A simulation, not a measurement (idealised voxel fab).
The process module that follows is named voxel ribs on slabs.
For reference, the cross-section in this document is cut, with width 200 nm and square cells of 5 nm.
Think of the cross-section as a grid of square cells. We describe it in bands, top to bottom, and each band covers one or more rows of those cells.
In this notation a band is specified by the heights of its top and bottom, in that order and in nm, after which its materials appear from left to right, each paired with its width in nm. The word "all across" attached to a single material means that material fills the band from edge to edge; the word "blank" stands for empty space.
Heights are reckoned from 0. Under this level, the received wafer is all of one material. The bottommost band is open-ended downward, for example "0 nm and below".
A width such as "30 to 40" changes by the same amount from each row of cells to the next, from the band's top row to its bottom row.
When a step is marked "nothing got changed", none of the cells in the cross-section changed during that step.
You'll see "Closed void roster" listing empty spaces that have no way open to the top, as long as they're 8 cells or more; the notation is width x height at distance, where the distance is from the left edge, and all of it is in nm.
Past the settings on a step's line: simulator remark, on that step.
A step line may carry the setting "overlay nm", which, for steps involving a mask, states the distance by which the mask lay to the right of its intended position; negative values denote displacement to the left.

-- Below is the list of planned process steps
1. RECEIVE | material Si
2. DIRECTIONAL_DEP | material SiO2 | thk nm 30
3. DIRECTIONAL_DEP | material polySi | thk nm 15
4. MASKED_ETCH | tone cover | mask id RIB | width nm 15 | etch materials polySi | depth nm 10 | overlay nm 0
5. PATTERN | tone cover | mask id SLAB | material resist | width nm 55 | thk nm 15 | overlay nm 0
6. DIRECTIONAL_ETCH | etch materials polySi | depth nm 5
7. STRIP | etch materials resist
8. FILL_DEP | material SiO2 | thk nm 20
9. CMP | height nm 55
10. DIRECTIONAL_DEP | material W | thk nm 5
11. MASKED_ETCH | tone cover | mask id HEATER | width nm 25 | etch materials W | depth nm 5 | overlay nm 0
12. CONFORMAL_DEP | material SiN | thk nm 5

-- Cross-section of the wafer at receipt, which is the condition after step 1
	0 nm and below = Si all across
	Closed void roster: none

-- Cross-sectional view of the first of the two wafers upon completion of the module, processed in accordance with the plan
	65 nm to 60 nm = blank=80 | SiN=35 | blank=85
	60 nm to 55 nm = SiN=85 | W=25 | SiN=90
	55 nm to 45 nm = SiO2 all across
	45 nm to 35 nm = SiO2=90 | polySi=15 | SiO2=95
	35 nm to 30 nm = SiO2=70 | polySi=55 | SiO2=75
	30 nm to 0 nm = SiO2 all across
	0 nm and below = Si all across
	Closed void roster: none

-- Cross-sectional view of the second of two wafers upon completion of the module. This wafer shared its starting condition and process plan with the first; one error was made during its execution
	65 nm to 60 nm = blank=80 | SiN=35 | blank=85
	60 nm to 55 nm = SiN=85 | W=25 | SiN=90
	55 nm to 15 nm = SiO2 all across
	15 nm to 0 nm = polySi all across
	0 nm and below = Si all across
	Closed void roster: none
What was done differently from what was planned? steps 2 and 3 of the plan were run in the wrong order, each in the other's place
Per the end-of-run cell counts, the second wafer holds more or fewer of some materials than the first: SiO2: 103 fewer, polySi: 103 more
